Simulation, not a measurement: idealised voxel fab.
process module | voxel capacitor over wiring
cross-section cut | 290 nm wide | cells 5 nm
A cross-section is a grid of square cells, given in bands from the top down. A band is one or more rows of cells.
Each band's line starts with the height of the band's top and of its bottom, in nm. Then come its materials from left to right, each with its width in nm. One material with "throughout" fills the band from edge to edge. "air" is empty space.
Height 0 is the level under which the wafer as received is all one material. The lowest band goes on downwards, as in "0 down".
A width such as "30 to 40" changes by the same amount from each row of cells to the next, from the band's top row to its bottom row.
"no change" after a step means that no cell of the cross-section changed.
closed voids: empty space of 8 cells or more with no open way to the top, each as width x height at its distance from the left edge, in nm
after a step's settings: what the simulator itself notes on the step
overlay nm, on a step with a mask: how far to the right of its planned place the mask lay; to the left if negative
Each pair below shows a cross-section before one step and the cross-section after it, down to the lowest band that changed. The line under each pair gives the step between them, with its settings. The pairs can come from different runs of this module on the same starting wafer, so a pair continues from the pair above only where its "before" says so.
before
  105 to 95: SiO2 throughout
  95 to 85: SiO2 100 | TiN 65 | SiO2 125
  85 to 80: SiO2 100 | Al2O3 65 | SiO2 125
  80 to 70: SiO2 95 | TiN 75 | SiO2 120
  70 to 50: lowk 100 | TiN 5 | W 5 | TiN 5 | lowk 175
  50 to 45: SiCN 100 | TiN 15 | SiCN 175
  45 to 20: W 85 | SiO2 30 | W 60 | SiO2 30 | W 85
  20 to 15: TiN 85 | SiO2 30 | TiN 60 | SiO2 30 | TiN 85
  15 to 0: SiO2 throughout
  0 down: Si throughout
  closed voids: none
after
  105 to 95: SiO2 110 | air 15 | SiO2 165
  below 95: unchanged
  closed voids: none
the step between: op MASKED_ETCH | tone open | mask id PLUG_2 | width nm 15 | etch materials SiO2 | depth nm 10 | overlay nm 0
before: the cross-section after the pair above
after
  110 to 105: TiN 115 | air 5 | TiN 170
  105 to 100: SiO2 110 | TiN 5 | air 5 | TiN 5 | SiO2 165
  100 to 95: SiO2 110 | TiN 15 | SiO2 165
  below 95: unchanged
  closed voids: none
the step between: op CONFORMAL_DEP | material TiN | thk nm 5
before: the cross-section after the pair above
after
  115 to 110: Cu throughout
  110 to 105: TiN 115 | Cu 5 | TiN 170
  105 to 100: SiO2 110 | TiN 5 | Cu 5 | TiN 5 | SiO2 165
  below 100: unchanged
  closed voids: none
the step between: op FILL_DEP | material Cu | thk nm 5
before: the cross-section after the pair above
after
  105 to 100: SiO2 110 | TiN 5 | Cu 5 | TiN 5 | SiO2 165
  below 100: unchanged
  closed voids: none
the step between: op CMP | height nm 105
before: the cross-section after the pair above
after
  110 to 105: SiCN throughout
  below 105: unchanged
  closed voids: none
the step between: op CONFORMAL_DEP | material SiCN | thk nm 5
